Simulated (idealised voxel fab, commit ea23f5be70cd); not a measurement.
Process module heading - voxel fin reveal
Shown is cross-section cut, with a width of 270 nm and square cells of size 5 nm.
Cross-section, as written here: a square-cell grid given band by band from the top down, where a band holds one or more rows of cells.
Each band's line starts with the height of the band's top and of its bottom, in nm. Then come its materials from left to right, each with its width in nm. One material with "full width" fills the band from edge to edge. "empty" is empty space.
Note: height 0 marks the level under which the wafer is uniformly one material as received. Lowest band unbounded below, written "0 down".
When a width is written as two numbers, as in "30..40", the first number is the width in the top row of cells of the band and the second is the width in its bottom row, and the width changes by the same amount from each row to the next.
"everything unchanged" -> step changed no cross-section cell.
Closed-off voids of 8+ cells (no open route to the top) go in "Sealed internal cavities", written width x height at distance from the left edge, in nm.
If you see something after the settings on a step's line, that's the simulator's own remark about that step.
You can add "overlay nm" to a step's line. For a step with a mask, it describes how far the mask lay to the right of its planned position, and a negative number describes a lay to the left.
# The steps planned for the process are as follows
1 RECEIVE: material Si
2 CONFORMAL_DEP: material SiN, thk nm 5
3 PATTERN: tone cover, mask id FINS, material resist, width nm 15, pitch nm 45, thk nm 20, overlay nm 0
4 DIRECTIONAL_ETCH: etch materials SiN, depth nm 5
5 DIRECTIONAL_ETCH: etch materials Si, depth nm 30
6 STRIP: etch materials resist
7 FILL_DEP: material SiO2, thk nm 15
8 CMP: height nm 5
9 SELECTIVE_ETCH: etch materials SiO2, depth nm 15
10 STRIP: etch materials SiN
11 CONFORMAL_DEP: material HfO2, thk nm 5
# Received-state cross-section, reflecting completion of step 1
* 0 down: Si full width
* Sealed internal cavities: none
# End-of-module cross-section of the first of two wafers, processed as planned
* 5 to 0: empty=75; HfO2=25; empty=20; HfO2=25; empty=20; HfO2=25; empty=80
* 0 to -5: empty=75; HfO2=5; Si=15; HfO2=5; empty=20; HfO2=5; Si=15; HfO2=5; empty=20; HfO2=5; Si=15; HfO2=5; empty=80
* -5 to -10: HfO2=80; Si=15; HfO2=30; Si=15; HfO2=30; Si=15; HfO2=85
* -10 to -30: SiO2=80; Si=15; SiO2=30; Si=15; SiO2=30; Si=15; SiO2=85
* -30 down: Si full width
* Sealed internal cavities: none
# End of module, second wafer, cross-section. Started like the first, planned like the first, run with one mistake
* 0 to -10: empty=80; Si=15; empty=30; Si=15; empty=30; Si=15; empty=85
* -10 to -30: SiO2=80; Si=15; SiO2=30; Si=15; SiO2=30; Si=15; SiO2=85
* -30 down: Si full width
* Sealed internal cavities: none
Error vs. plan: plan step 11: skipped, not run
Bottom line after processing is that, in cells, the second wafer is up or down on some materials versus the first: 66 fewer of HfO2
